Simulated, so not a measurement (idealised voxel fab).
process module | voxel double patterning
cross-section cut | 150 nm wide | cells 5 nm
A cross-section is a grid of square cells, given in bands from the top down. A band is one or more rows of cells.
Each band's line starts with the height of the band's top and of its bottom, in nm. Then come its materials from left to right, each with its width in nm. One material with "throughout" fills the band from edge to edge. "air" is empty space.
Height 0 is the level under which the wafer as received is all one material. The lowest band goes on downwards, as in "0 down".
A width such as "30 to 40" changes by the same amount from each row of cells to the next, from the band's top row to its bottom row.
"no change" after a step means that no cell of the cross-section changed.
closed voids: empty space of 8 cells or more with no open way to the top, each as width x height at its distance from the left edge, in nm
after a step's settings: what the simulator itself notes on the step
overlay nm, on a step with a mask: how far to the right of its planned place the mask lay; to the left if negative
plan
1 op RECEIVE | material Si
2 op CONFORMAL_DEP | material SiN | thk nm 5
3 op DIRECTIONAL_DEP | material SiO2 | thk nm 20
4 op DIRECTIONAL_DEP | material SiCN | thk nm 5
5 op DIRECTIONAL_DEP | material aC | thk nm 10
6 op PATTERN | tone open | mask id FIRST | material resist | width nm 15 | pitch nm 50 | thk nm 25 | overlay nm 0
7 op DIRECTIONAL_ETCH | etch materials aC | depth nm 10
8 op STRIP | etch materials resist
9 op DIRECTIONAL_ETCH | etch materials SiCN | depth nm 5
10 op STRIP | etch materials aC
11 op PATTERN | tone open | mask id SECOND | material resist | width nm 15 | pitch nm 50 | thk nm 15 | overlay nm 0
12 op DIRECTIONAL_ETCH | etch materials SiCN | depth nm 5
13 op STRIP | etch materials resist
14 op DIRECTIONAL_ETCH | etch materials SiO2 | depth nm 20
15 op STRIP | etch materials SiCN
first wafer, as planned
as received, after step 1
  0 down: Si throughout
  closed voids: none
after step 2
  5 to 0: SiN throughout
  below 0: unchanged
after step 3
  25 to 5: SiO2 throughout
  below 5: unchanged
after step 4
  30 to 25: SiCN throughout
  below 25: unchanged
after step 5
  40 to 30: aC throughout
  below 30: unchanged
after step 6
  65 to 40: resist 15 | air 15 | resist 35 | air 15 | resist 35 | air 15 | resist 20
  below 40: unchanged
after step 7
  55 to 40: resist 15 | air 15 | resist 35 | air 15 | resist 35 | air 15 | resist 20
  40 to 30: aC 15 | air 15 | aC 35 | air 15 | aC 35 | air 15 | aC 20
  below 30: unchanged
after step 8
  40 to 30: aC 15 | air 15 | aC 35 | air 15 | aC 35 | air 15 | aC 20
  below 30: unchanged
after step 9
  40 to 30: aC 15 | air 15 | aC 35 | air 15 | aC 35 | air 15 | aC 20
  30 to 25: SiCN 15 | air 15 | SiCN 35 | air 15 | SiCN 35 | air 15 | SiCN 20
  below 25: unchanged
after step 10
  30 to 25: SiCN 15 | air 15 | SiCN 35 | air 15 | SiCN 35 | air 15 | SiCN 20
  below 25: unchanged
after step 11
  45 to 30: resist 40 | air 15 | resist 35 | air 15 | resist 45
  30 to 25: SiCN 15 | resist 15 | SiCN 35 | resist 15 | SiCN 35 | resist 15 | SiCN 20
  below 25: unchanged
after step 12
  45 to 30: resist 40 | air 15 | resist 35 | air 15 | resist 45
  30 to 25: SiCN 15 | resist 15 | SiCN 10 | air 15 | SiCN 10 | resist 15 | SiCN 10 | air 15 | SiCN 10 | resist 15 | SiCN 20
  below 25: unchanged
after step 13
  30 to 25: SiCN 15 | air 15 | SiCN 10 | air 15 | SiCN 10 | air 15 | SiCN 10 | air 15 | SiCN 10 | air 15 | SiCN 20
  below 25: unchanged
after step 14
  30 to 25: SiCN 15 | air 15 | SiCN 10 | air 15 | SiCN 10 | air 15 | SiCN 10 | air 15 | SiCN 10 | air 15 | SiCN 20
  25 to 5: SiO2 15 | air 15 | SiO2 10 | air 15 | SiO2 10 | air 15 | SiO2 10 | air 15 | SiO2 10 | air 15 | SiO2 20
  below 5: unchanged
after step 15
  25 to 5: SiO2 15 | air 15 | SiO2 10 | air 15 | SiO2 10 | air 15 | SiO2 10 | air 15 | SiO2 10 | air 15 | SiO2 20
  below 5: unchanged
second wafer: like start, like plan, one mistake. Through step 13 it matches the first wafer
when step 14 should have ended
  30 to 25: SiCN 15 | air 15 | SiCN 10 | air 15 | SiCN 10 | air 15 | SiCN 10 | air 15 | SiCN 10 | air 15 | SiCN 20
  25 to 15: SiO2 15 | air 15 | SiO2 10 | air 15 | SiO2 10 | air 15 | SiO2 10 | air 15 | SiO2 10 | air 15 | SiO2 20
  below 15: unchanged
when step 15 should have ended
  25 to 15: SiO2 15 | air 15 | SiO2 10 | air 15 | SiO2 10 | air 15 | SiO2 10 | air 15 | SiO2 10 | air 15 | SiO2 20
  below 15: unchanged
what went wrong: step 14 ran as: op DIRECTIONAL_ETCH | etch materials SiO2 | depth nm 10
at the end the second wafer has, in cells: 30 more of SiO2
